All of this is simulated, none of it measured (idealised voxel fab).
process module | voxel tone inversion
cross-section cut | 210 nm wide | cells 5 nm
A cross-section is a grid of square cells, given in bands from the top down. A band is one or more rows of cells.
Each band's line starts with the height of the band's top and of its bottom, in nm. Then come its materials from left to right, each with its width in nm. One material with "throughout" fills the band from edge to edge. "air" is empty space.
Height 0 is the level under which the wafer as received is all one material. The lowest band goes on downwards, as in "0 down".
A width such as "30 to 40" changes by the same amount from each row of cells to the next, from the band's top row to its bottom row.
"no change" after a step means that no cell of the cross-section changed.
closed voids: empty space of 8 cells or more with no open way to the top, each as width x height at its distance from the left edge, in nm
after a step's settings: what the simulator itself notes on the step
overlay nm, on a step with a mask: how far to the right of its planned place the mask lay; to the left if negative
plan
1 op RECEIVE | material Si
2 op CONFORMAL_DEP | material SiN | thk nm 5
3 op DIRECTIONAL_DEP | material polySi | thk nm 20
4 op PATTERN | tone cover | mask id POSTS | material resist | width nm 20 | pitch nm 45 | thk nm 30 | overlay nm 0
5 op DIRECTIONAL_ETCH | etch materials polySi | depth nm 20
6 op STRIP | etch materials resist
7 op FILL_DEP | material SiO2 | thk nm 5
8 op CMP | height nm 25
9 op STRIP | etch materials polySi
10 op CONFORMAL_DEP | material TiN | thk nm 5
11 op FILL_DEP | material Cu | thk nm 10
12 op CMP | height nm 15
13 op CONFORMAL_DEP | material SiN | thk nm 5
varied across the wafers: height nm of step 12. The plan shows the first wafer's value. All wafers start alike
first wafer as received, after step 1
  0 down: Si throughout
  closed voids: none
first wafer at the end, after step 13
  20 to 15: SiN throughout
  15 to 10: SiO2 50 | TiN 5 | Cu 10 | TiN 5 | SiO2 25 | TiN 5 | Cu 10 | TiN 5 | SiO2 25 | TiN 5 | Cu 10 | TiN 5 | SiO2 50
  10 to 5: SiO2 50 | TiN 20 | SiO2 25 | TiN 20 | SiO2 25 | TiN 20 | SiO2 50
  5 to 0: SiN throughout
  0 down: Si throughout
  closed voids: none
last wafer at the end
  45 to 40: SiN throughout
  40 to 30: Cu throughout
  30 to 25: TiN 55 | Cu 10 | TiN 35 | Cu 10 | TiN 35 | Cu 10 | TiN 55
  25 to 10: SiO2 50 | TiN 5 | Cu 10 | TiN 5 | SiO2 25 | TiN 5 | Cu 10 | TiN 5 | SiO2 25 | TiN 5 | Cu 10 | TiN 5 | SiO2 50
  10 to 5: SiO2 50 | TiN 20 | SiO2 25 | TiN 20 | SiO2 25 | TiN 20 | SiO2 50
  5 to 0: SiN throughout
  0 down: Si throughout
  closed voids: none
each wafer at the end: cells of each material gained (+) or lost (-) since it was received, then its closed voids
height nm 15 | +6 Cu | +84 SiN | +60 SiO2 | +18 TiN | closed voids: none
height nm 20 | +12 Cu | +84 SiN | +90 SiO2 | +24 TiN | closed voids: none
height nm 25 | +18 Cu | +84 SiN | +120 SiO2 | +30 TiN | closed voids: none
height nm 30 | +24 Cu | +84 SiN | +120 SiO2 | +66 TiN | closed voids: none
height nm 35 | +66 Cu | +84 SiN | +120 SiO2 | +66 TiN | closed voids: none
height nm 40 | +108 Cu | +84 SiN | +120 SiO2 | +66 TiN | closed voids: none
